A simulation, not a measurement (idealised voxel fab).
process module | voxel transistor to metal
cross-section cut | 160 nm wide | cells 5 nm
A cross-section is a grid of square cells, given in bands from the top down. A band is one or more rows of cells.
Each band's line starts with the height of the band's top and of its bottom, in nm. Then come its materials from left to right, each with its width in nm. One material with "throughout" fills the band from edge to edge. "air" is empty space.
Height 0 is the level under which the wafer as received is all one material. The lowest band goes on downwards, as in "0 down".
A width such as "30 to 40" changes by the same amount from each row of cells to the next, from the band's top row to its bottom row.
"no change" after a step means that no cell of the cross-section changed.
closed voids: empty space of 8 cells or more with no open way to the top, each as width x height at its distance from the left edge, in nm
after a step's settings: what the simulator itself notes on the step
overlay nm, on a step with a mask: how far to the right of its planned place the mask lay; to the left if negative
Each pair below shows a cross-section before one step and the cross-section after it, down to the lowest band that changed. The line under each pair gives the step between them, with its settings. The pairs can come from different runs of this module on the same starting wafer, so a pair continues from the pair above only where its "before" says so.
before
  45 to 30: air 60 | aC 30 | air 70
  30 to 20: air 60 | SiCN 30 | air 70
  20 to 0: polySi throughout
  0 to -5: SiO2 throughout
  -5 to -25: SiO2 35 | Si 90 | SiO2 35
  -25 down: Si throughout
  closed voids: none
after
  45 to 30: air 60 | aC 30 | air 70
  30 to 20: air 60 | SiCN 30 | air 70
  20 to 0: air 60 | polySi 30 | air 70
  below 0: unchanged
  closed voids: none
the step between: op DIRECTIONAL_ETCH | etch materials polySi | depth nm 30
before: the cross-section after the pair above
after
  30 to 20: air 60 | SiCN 30 | air 70
  below 20: unchanged
  closed voids: none
the step between: op STRIP | etch materials aC
before: the cross-section after the pair above
after
  35 to 30: air 55 | SiO2 40 | air 65
  30 to 20: air 55 | SiO2 5 | SiCN 30 | SiO2 5 | air 65
  20 to 5: air 55 | SiO2 5 | polySi 30 | SiO2 5 | air 65
  5 to 0: SiO2 60 | polySi 30 | SiO2 70
  below 0: unchanged
  closed voids: none
the step between: op CONFORMAL_DEP | material SiO2 | thk nm 5
before: the cross-section after the pair above
after
  30 to 20: air 55 | SiO2 5 | SiCN 30 | SiO2 5 | air 65
  20 to 0: air 55 | SiO2 5 | polySi 30 | SiO2 5 | air 65
  below 0: unchanged
  closed voids: none
the step between: op DIRECTIONAL_ETCH | etch materials SiO2 | depth nm 5
before: the cross-section after the pair above
after
  40 to 30: air 45 | SiN 60 | air 55
  30 to 20: air 45 | SiN 10 | SiO2 5 | SiCN 30 | SiO2 5 | SiN 10 | air 55
  20 to 10: air 45 | SiN 10 | SiO2 5 | polySi 30 | SiO2 5 | SiN 10 | air 55
  10 to 0: SiN 55 | SiO2 5 | polySi 30 | SiO2 5 | SiN 65
  below 0: unchanged
  closed voids: none
the step between: op CONFORMAL_DEP | material SiN | thk nm 10
before: the cross-section after the pair above
after
  30 to 20: air 45 | SiN 10 | SiO2 5 | SiCN 30 | SiO2 5 | SiN 10 | air 55
  20 to 0: air 45 | SiN 10 | SiO2 5 | polySi 30 | SiO2 5 | SiN 10 | air 55
  below 0: unchanged
  closed voids: none
the step between: op DIRECTIONAL_ETCH | etch materials SiN | depth nm 10
before: the cross-section after the pair above
after
  30 to 25: air 45 | SiN 10 | air 5 | SiCN 30 | air 5 | SiN 10 | air 55
  25 to 20: air 45 | SiN 10 | SiO2 5 | SiCN 30 | SiO2 5 | SiN 10 | air 55
  20 to 0: air 45 | SiN 10 | SiO2 5 | polySi 30 | SiO2 5 | SiN 10 | air 55
  0 to -5: air 45 | SiO2 60 | air 55
  below -5: unchanged
  closed voids: none
the step between: op DIRECTIONAL_ETCH | etch materials SiO2 | depth nm 5
before: the cross-section after the pair above
after
  30 to 25: air 45 | SiN 10 | air 5 | SiCN 30 | air 5 | SiN 10 | air 55
  25 to 20: air 45 | SiN 10 | SiO2 5 | SiCN 30 | SiO2 5 | SiN 10 | air 55
  20 to 0: air 45 | SiN 10 | SiO2 5 | polySi 30 | SiO2 5 | SiN 10 | air 55
  0 to -5: air 45 | SiO2 60 | air 55
  -5 to -20: SiO2 35 | air 10 | Si 60 | air 20 | SiO2 35
  below -20: unchanged
  closed voids: none
the step between: op DIRECTIONAL_ETCH | etch materials Si | depth nm 15
before: the cross-section after the pair above
after
  30 to 25: air 45 | SiN 10 | air 5 | SiCN 30 | air 5 | SiN 10 | air 55
  25 to 20: air 45 | SiN 10 | SiO2 5 | SiCN 30 | SiO2 5 | SiN 10 | air 55
  20 to 15: air 45 | SiN 10 | SiO2 5 | polySi 30 | SiO2 5 | SiN 10 | air 55
  15 to 0: air 25 | SiGe 20 | SiN 10 | SiO2 5 | polySi 30 | SiO2 5 | SiN 10 | SiGe 20 | air 35
  0 to -5: air 25 | SiGe 20 | SiO2 60 | SiGe 25 | air 30
  -5 to -20: SiO2 35 | SiGe 10 | Si 60 | SiGe 20 | SiO2 35
  below -20: unchanged
  closed voids: none
the step between: op EPI | material SiGe | thk nm 20
before: the cross-section after the pair above
after
  35 to 30: SiO2 throughout
  30 to 20: SiO2 45 | SiN 10 | SiO2 5 | SiCN 30 | SiO2 5 | SiN 10 | SiO2 55
  20 to 15: SiO2 45 | SiN 10 | SiO2 5 | polySi 30 | SiO2 5 | SiN 10 | SiO2 55
  15 to 0: SiO2 25 | SiGe 20 | SiN 10 | SiO2 5 | polySi 30 | SiO2 5 | SiN 10 | SiGe 20 | SiO2 35
  0 to -5: SiO2 25 | SiGe 20 | SiO2 60 | SiGe 25 | SiO2 30
  below -5: unchanged
  closed voids: none
the step between: op FILL_DEP | material SiO2 | thk nm 5
before: the cross-section after the pair above
after
  20 to 15: SiO2 45 | SiN 10 | SiO2 5 | polySi 30 | SiO2 5 | SiN 10 | SiO2 55
  below 15: unchanged
  closed voids: none
the step between: op CMP | height nm 20
before: the cross-section after the pair above
after
  20 to 15: SiO2 45 | SiN 10 | SiO2 5 | air 30 | SiO2 5 | SiN 10 | SiO2 55
  15 to 0: SiO2 25 | SiGe 20 | SiN 10 | SiO2 5 | air 30 | SiO2 5 | SiN 10 | SiGe 20 | SiO2 35
  below 0: unchanged
  closed voids: none
the step between: op STRIP | etch materials polySi
before: the cross-section after the pair above
after
  20 to 15: air 45 | SiN 10 | air 40 | SiN 10 | air 55
  15 to 0: SiO2 25 | SiGe 20 | SiN 10 | air 40 | SiN 10 | SiGe 20 | SiO2 35
  0 to -5: SiO2 25 | SiGe 20 | SiO2 10 | air 40 | SiO2 10 | SiGe 25 | SiO2 30
  below -5: unchanged
  closed voids: none
the step between: op SELECTIVE_ETCH | etch materials SiO2 | depth nm 5
before: the cross-section after the pair above
after
  25 to 20: air 40 | HfO2 20 | air 30 | HfO2 20 | air 50
  20 to 15: HfO2 45 | SiN 10 | HfO2 5 | air 30 | HfO2 5 | SiN 10 | HfO2 55
  15 to 0: SiO2 25 | SiGe 20 | SiN 10 | HfO2 5 | air 30 | HfO2 5 | SiN 10 | SiGe 20 | SiO2 35
  0 to -5: SiO2 25 | SiGe 20 | SiO2 10 | HfO2 40 | SiO2 10 | SiGe 25 | SiO2 30
  below -5: unchanged
  closed voids: none
the step between: op CONFORMAL_DEP | material HfO2 | thk nm 5
before: the cross-section after the pair above
after
  30 to 25: air 35 | TiN 30 | air 20 | TiN 30 | air 45
  25 to 20: TiN 40 | HfO2 20 | TiN 5 | air 20 | TiN 5 | HfO2 20 | TiN 50
  20 to 15: HfO2 45 | SiN 10 | HfO2 5 | TiN 5 | air 20 | TiN 5 | HfO2 5 | SiN 10 | HfO2 55
  15 to 5: SiO2 25 | SiGe 20 | SiN 10 | HfO2 5 | TiN 5 | air 20 | TiN 5 | HfO2 5 | SiN 10 | SiGe 20 | SiO2 35
  5 to 0: SiO2 25 | SiGe 20 | SiN 10 | HfO2 5 | TiN 30 | HfO2 5 | SiN 10 | SiGe 20 | SiO2 35
  below 0: unchanged
  closed voids: none
the step between: op CONFORMAL_DEP | material TiN | thk nm 5
before: the cross-section after the pair above
after
  35 to 30: W throughout
  30 to 25: W 35 | TiN 30 | W 20 | TiN 30 | W 45
  25 to 20: TiN 40 | HfO2 20 | TiN 5 | W 20 | TiN 5 | HfO2 20 | TiN 50
  20 to 15: HfO2 45 | SiN 10 | HfO2 5 | TiN 5 | W 20 | TiN 5 | HfO2 5 | SiN 10 | HfO2 55
  15 to 5: SiO2 25 | SiGe 20 | SiN 10 | HfO2 5 | TiN 5 | W 20 | TiN 5 | HfO2 5 | SiN 10 | SiGe 20 | SiO2 35
  below 5: unchanged
  closed voids: none
the step between: op FILL_DEP | material W | thk nm 5
before: the cross-section after the pair above
after
  15 to 5: SiO2 25 | SiGe 20 | SiN 10 | HfO2 5 | TiN 5 | W 20 | TiN 5 | HfO2 5 | SiN 10 | SiGe 20 | SiO2 35
  below 5: unchanged
  closed voids: none
the step between: op CMP | height nm 15
before: the cross-section after the pair above
after
  30 to 15: SiO2 throughout
  below 15: unchanged
  closed voids: none
the step between: op DIRECTIONAL_DEP | material SiO2 | thk nm 15
before: the cross-section after the pair above
after
  30 to 15: SiO2 35 | air 15 | SiO2 60 | air 15 | SiO2 35
  below 15: unchanged
  closed voids: none
the step between: op MASKED_ETCH | tone open | mask id CONTACT | width nm 15 | pitch nm 75 | etch materials SiO2 | depth nm 15 | overlay nm 0
before: the cross-section after the pair above
after
  35 to 30: TiN 40 | air 5 | TiN 70 | air 5 | TiN 40
  30 to 20: SiO2 35 | TiN 5 | air 5 | TiN 5 | SiO2 60 | TiN 5 | air 5 | TiN 5 | SiO2 35
  20 to 15: SiO2 35 | TiN 15 | SiO2 60 | TiN 15 | SiO2 35
  below 15: unchanged
  closed voids: none
the step between: op CONFORMAL_DEP | material TiN | thk nm 5
before: the cross-section after the pair above
after
  45 to 35: Ru throughout
  35 to 30: TiN 40 | Ru 5 | TiN 70 | Ru 5 | TiN 40
  30 to 20: SiO2 35 | TiN 5 | Ru 5 | TiN 5 | SiO2 60 | TiN 5 | Ru 5 | TiN 5 | SiO2 35
  below 20: unchanged
  closed voids: none
the step between: op FILL_DEP | material Ru | thk nm 10
before: the cross-section after the pair above
after
  30 to 20: SiO2 35 | TiN 5 | Ru 5 | TiN 5 | SiO2 60 | TiN 5 | Ru 5 | TiN 5 | SiO2 35
  below 20: unchanged
  closed voids: none
the step between: op CMP | height nm 30
before: the cross-section after the pair above
after
  35 to 30: TiN throughout
  below 30: unchanged
  closed voids: none
the step between: op DIRECTIONAL_DEP | material TiN | thk nm 5
before: the cross-section after the pair above
after
  50 to 35: W throughout
  below 35: unchanged
  closed voids: none
the step between: op DIRECTIONAL_DEP | material W | thk nm 15
before: the cross-section after the pair above
after
  65 to 50: aC throughout
  below 50: unchanged
  closed voids: none
the step between: op DIRECTIONAL_DEP | material aC | thk nm 15
before: the cross-section after the pair above
after
  95 to 65: air 35 | resist 15 | air 60 | resist 15 | air 35
  below 65: unchanged
  closed voids: none
the step between: op PATTERN | tone cover | mask id METAL_1 | material resist | width nm 15 | pitch nm 75 | thk nm 30 | overlay nm 0
before: the cross-section after the pair above
after
  80 to 65: air 35 | resist 15 | air 60 | resist 15 | air 35
  65 to 50: air 35 | aC 15 | air 60 | aC 15 | air 35
  below 50: unchanged
  closed voids: none
the step between: op DIRECTIONAL_ETCH | etch materials aC | depth nm 15
before: the cross-section after the pair above
after
  65 to 50: air 35 | aC 15 | air 60 | aC 15 | air 35
  below 50: unchanged
  closed voids: none
the step between: op STRIP | etch materials resist
before: the cross-section after the pair above
after
  65 to 50: air 35 | aC 15 | air 60 | aC 15 | air 35
  50 to 35: air 35 | W 15 | air 60 | W 15 | air 35
  below 35: unchanged
  closed voids: none
the step between: op DIRECTIONAL_ETCH | etch materials W | depth nm 15
before: the cross-section after the pair above
after
  65 to 50: air 35 | aC 15 | air 60 | aC 15 | air 35
  50 to 35: air 35 | W 15 | air 60 | W 15 | air 35
  35 to 30: air 35 | TiN 15 | air 60 | TiN 15 | air 35
  below 30: unchanged
  closed voids: none
the step between: op DIRECTIONAL_ETCH | etch materials TiN | depth nm 5
before: the cross-section after the pair above
after
  50 to 35: air 35 | W 15 | air 60 | W 15 | air 35
  below 35: unchanged
  closed voids: none
the step between: op STRIP | etch materials aC
before: the cross-section after the pair above
after
  60 to 50: lowk throughout
  50 to 35: lowk 35 | W 15 | lowk 60 | W 15 | lowk 35
  35 to 30: lowk 35 | TiN 15 | lowk 60 | TiN 15 | lowk 35
  below 30: unchanged
  closed voids: none
the step between: op FILL_DEP | material lowk | thk nm 10
before: the cross-section after the pair above
after
  50 to 35: lowk 35 | W 15 | lowk 60 | W 15 | lowk 35
  below 35: unchanged
  closed voids: none
the step between: op CMP | height nm 50
before: the cross-section after the pair above
after
  55 to 50: SiN throughout
  below 50: unchanged
  closed voids: none
the step between: op CONFORMAL_DEP | material SiN | thk nm 5
before
  25 to 20: air 45 | HfO2 20 | air 30 | HfO2 20 | air 45
  20 to 15: HfO2 50 | SiN 10 | HfO2 5 | air 30 | HfO2 5 | SiN 10 | HfO2 50
  15 to 0: SiO2 30 | SiGe 20 | SiN 10 | HfO2 5 | air 30 | HfO2 5 | SiN 10 | SiGe 20 | SiO2 30
  0 to -5: SiO2 30 | SiGe 20 | SiO2 10 | HfO2 40 | SiO2 10 | SiGe 20 | SiO2 30
  -5 to -20: SiO2 35 | SiGe 15 | Si 60 | SiGe 15 | SiO2 35
  -20 to -25: SiO2 35 | Si 90 | SiO2 35
  -25 down: Si throughout
  closed voids: none
after
  30 to 25: air 40 | SiN 30 | air 20 | SiN 30 | air 40
  25 to 20: SiN 45 | HfO2 20 | SiN 5 | air 20 | SiN 5 | HfO2 20 | SiN 45
  20 to 15: HfO2 50 | SiN 10 | HfO2 5 | SiN 5 | air 20 | SiN 5 | HfO2 5 | SiN 10 | HfO2 50
  15 to 5: SiO2 30 | SiGe 20 | SiN 10 | HfO2 5 | SiN 5 | air 20 | SiN 5 | HfO2 5 | SiN 10 | SiGe 20 | SiO2 30
  5 to 0: SiO2 30 | SiGe 20 | SiN 10 | HfO2 5 | SiN 30 | HfO2 5 | SiN 10 | SiGe 20 | SiO2 30
  below 0: unchanged
  closed voids: none
the step between: op CONFORMAL_DEP | material SiN | thk nm 5
before: the cross-section after the pair above
after
  35 to 30: W throughout
  30 to 25: W 40 | SiN 30 | W 20 | SiN 30 | W 40
  25 to 20: SiN 45 | HfO2 20 | SiN 5 | W 20 | SiN 5 | HfO2 20 | SiN 45
  20 to 15: HfO2 50 | SiN 10 | HfO2 5 | SiN 5 | W 20 | SiN 5 | HfO2 5 | SiN 10 | HfO2 50
  15 to 5: SiO2 30 | SiGe 20 | SiN 10 | HfO2 5 | SiN 5 | W 20 | SiN 5 | HfO2 5 | SiN 10 | SiGe 20 | SiO2 30
  below 5: unchanged
  closed voids: none
the step between: op FILL_DEP | material W | thk nm 5
before: the cross-section after the pair above
after
  15 to 5: SiO2 30 | SiGe 20 | SiN 10 | HfO2 5 | SiN 5 | W 20 | SiN 5 | HfO2 5 | SiN 10 | SiGe 20 | SiO2 30
  below 5: unchanged
  closed voids: none
the step between: op CMP | height nm 15
before: the cross-section after the pair above
after
  30 to 15: SiO2 throughout
  below 15: unchanged
  closed voids: none
the step between: op DIRECTIONAL_DEP | material SiO2 | thk nm 15
before: the cross-section after the pair above
after
  30 to 15: SiO2 35 | air 15 | SiO2 60 | air 15 | SiO2 35
  below 15: unchanged
  closed voids: none
the step between: op MASKED_ETCH | tone open | mask id CONTACT | width nm 15 | pitch nm 75 | etch materials SiO2 | depth nm 15 | overlay nm 0
before: the cross-section after the pair above
after
  35 to 30: TiN 40 | air 5 | TiN 70 | air 5 | TiN 40
  30 to 20: SiO2 35 | TiN 5 | air 5 | TiN 5 | SiO2 60 | TiN 5 | air 5 | TiN 5 | SiO2 35
  20 to 15: SiO2 35 | TiN 15 | SiO2 60 | TiN 15 | SiO2 35
  below 15: unchanged
  closed voids: none
the step between: op CONFORMAL_DEP | material TiN | thk nm 5
before: the cross-section after the pair above
after
  45 to 35: Ru throughout
  35 to 30: TiN 40 | Ru 5 | TiN 70 | Ru 5 | TiN 40
  30 to 20: SiO2 35 | TiN 5 | Ru 5 | TiN 5 | SiO2 60 | TiN 5 | Ru 5 | TiN 5 | SiO2 35
  below 20: unchanged
  closed voids: none
the step between: op FILL_DEP | material Ru | thk nm 10
before: the cross-section after the pair above
after
  30 to 20: SiO2 35 | TiN 5 | Ru 5 | TiN 5 | SiO2 60 | TiN 5 | Ru 5 | TiN 5 | SiO2 35
  below 20: unchanged
  closed voids: none
the step between: op CMP | height nm 30
before: the cross-section after the pair above
after
  35 to 30: TiN throughout
  below 30: unchanged
  closed voids: none
the step between: op DIRECTIONAL_DEP | material TiN | thk nm 5
before: the cross-section after the pair above
after
  50 to 35: W throughout
  below 35: unchanged
  closed voids: none
the step between: op DIRECTIONAL_DEP | material W | thk nm 15
before: the cross-section after the pair above
after
  65 to 50: aC throughout
  below 50: unchanged
  closed voids: none
the step between: op DIRECTIONAL_DEP | material aC | thk nm 15
before: the cross-section after the pair above
after
  95 to 65: air 35 | resist 15 | air 60 | resist 15 | air 35
  below 65: unchanged
  closed voids: none
the step between: op PATTERN | tone cover | mask id METAL_1 | material resist | width nm 15 | pitch nm 75 | thk nm 30 | overlay nm 0
before: the cross-section after the pair above
after
  80 to 65: air 35 | resist 15 | air 60 | resist 15 | air 35
  65 to 50: air 35 | aC 15 | air 60 | aC 15 | air 35
  below 50: unchanged
  closed voids: none
the step between: op DIRECTIONAL_ETCH | etch materials aC | depth nm 15
before: the cross-section after the pair above
after
  65 to 50: air 35 | aC 15 | air 60 | aC 15 | air 35
  below 50: unchanged
  closed voids: none
the step between: op STRIP | etch materials resist
before: the cross-section after the pair above
after
  65 to 50: air 35 | aC 15 | air 60 | aC 15 | air 35
  50 to 35: air 35 | W 15 | air 60 | W 15 | air 35
  below 35: unchanged
  closed voids: none
the step between: op DIRECTIONAL_ETCH | etch materials W | depth nm 15
before: the cross-section after the pair above
after
  65 to 50: air 35 | aC 15 | air 60 | aC 15 | air 35
  50 to 35: air 35 | W 15 | air 60 | W 15 | air 35
  35 to 30: air 35 | TiN 15 | air 60 | TiN 15 | air 35
  below 30: unchanged
  closed voids: none
the step between: op DIRECTIONAL_ETCH | etch materials TiN | depth nm 5
before: the cross-section after the pair above
after
  50 to 35: air 35 | W 15 | air 60 | W 15 | air 35
  below 35: unchanged
  closed voids: none
the step between: op STRIP | etch materials aC
before: the cross-section after the pair above
after
  60 to 50: lowk throughout
  50 to 35: lowk 35 | W 15 | lowk 60 | W 15 | lowk 35
  35 to 30: lowk 35 | TiN 15 | lowk 60 | TiN 15 | lowk 35
  below 30: unchanged
  closed voids: none
the step between: op FILL_DEP | material lowk | thk nm 10
before: the cross-section after the pair above
after
  50 to 35: lowk 35 | W 15 | lowk 60 | W 15 | lowk 35
  below 35: unchanged
  closed voids: none
the step between: op CMP | height nm 50
before: the cross-section after the pair above
after
  55 to 50: SiN throughout
  below 50: unchanged
  closed voids: none
the step between: op CONFORMAL_DEP | material SiN | thk nm 5
before
  65 to 50: aC throughout
  50 to 35: W throughout
  35 to 30: TiN throughout
  30 to 20: SiO2 35 | TiN 5 | Ru 5 | TiN 5 | SiO2 60 | TiN 5 | Ru 5 | TiN 5 | SiO2 35
  20 to 15: SiO2 35 | TiN 15 | SiO2 60 | TiN 15 | SiO2 35
  15 to 5: SiO2 30 | SiGe 20 | SiN 10 | HfO2 5 | TiN 5 | W 20 | TiN 5 | HfO2 5 | SiN 10 | SiGe 20 | SiO2 30
  5 to 0: SiO2 30 | SiGe 20 | SiN 10 | HfO2 5 | TiN 30 | HfO2 5 | SiN 10 | SiGe 20 | SiO2 30
  0 to -5: SiO2 30 | SiGe 20 | SiO2 10 | HfO2 40 | SiO2 10 | SiGe 20 | SiO2 30
  -5 to -20: SiO2 35 | SiGe 15 | Si 60 | SiGe 15 | SiO2 35
  -20 to -25: SiO2 35 | Si 90 | SiO2 35
  -25 down: Si throughout
  closed voids: none
after
  95 to 65: resist 35 | air 15 | resist 60 | air 15 | resist 35
  below 65: unchanged
  closed voids: none
the step between: op PATTERN | tone open | mask id METAL_1 | material resist | width nm 15 | pitch nm 75 | thk nm 30 | overlay nm 0
before: the cross-section after the pair above
after
  80 to 65: resist 35 | air 15 | resist 60 | air 15 | resist 35
  65 to 50: aC 35 | air 15 | aC 60 | air 15 | aC 35
  below 50: unchanged
  closed voids: none
the step between: op DIRECTIONAL_ETCH | etch materials aC | depth nm 15
before: the cross-section after the pair above
after
  65 to 50: aC 35 | air 15 | aC 60 | air 15 | aC 35
  below 50: unchanged
  closed voids: none
the step between: op STRIP | etch materials resist
before: the cross-section after the pair above
after
  65 to 50: aC 35 | air 15 | aC 60 | air 15 | aC 35
  50 to 35: W 35 | air 15 | W 60 | air 15 | W 35
  below 35: unchanged
  closed voids: none
the step between: op DIRECTIONAL_ETCH | etch materials W | depth nm 15
before: the cross-section after the pair above
after
  65 to 50: aC 35 | air 15 | aC 60 | air 15 | aC 35
  50 to 35: W 35 | air 15 | W 60 | air 15 | W 35
  35 to 30: TiN 35 | air 15 | TiN 60 | air 15 | TiN 35
  below 30: unchanged
  closed voids: none
the step between: op DIRECTIONAL_ETCH | etch materials TiN | depth nm 5
before: the cross-section after the pair above
after
  50 to 35: W 35 | air 15 | W 60 | air 15 | W 35
  below 35: unchanged
  closed voids: none
the step between: op STRIP | etch materials aC
before: the cross-section after the pair above
after
  60 to 50: lowk throughout
  50 to 35: W 35 | lowk 15 | W 60 | lowk 15 | W 35
  35 to 30: TiN 35 | lowk 15 | TiN 60 | lowk 15 | TiN 35
  below 30: unchanged
  closed voids: none
the step between: op FILL_DEP | material lowk | thk nm 10
before: the cross-section after the pair above
after
  50 to 35: W 35 | lowk 15 | W 60 | lowk 15 | W 35
  below 35: unchanged
  closed voids: none
the step between: op CMP | height nm 50
before: the cross-section after the pair above
after
  55 to 50: SiN throughout
  below 50: unchanged
  closed voids: none
the step between: op CONFORMAL_DEP | material SiN | thk nm 5
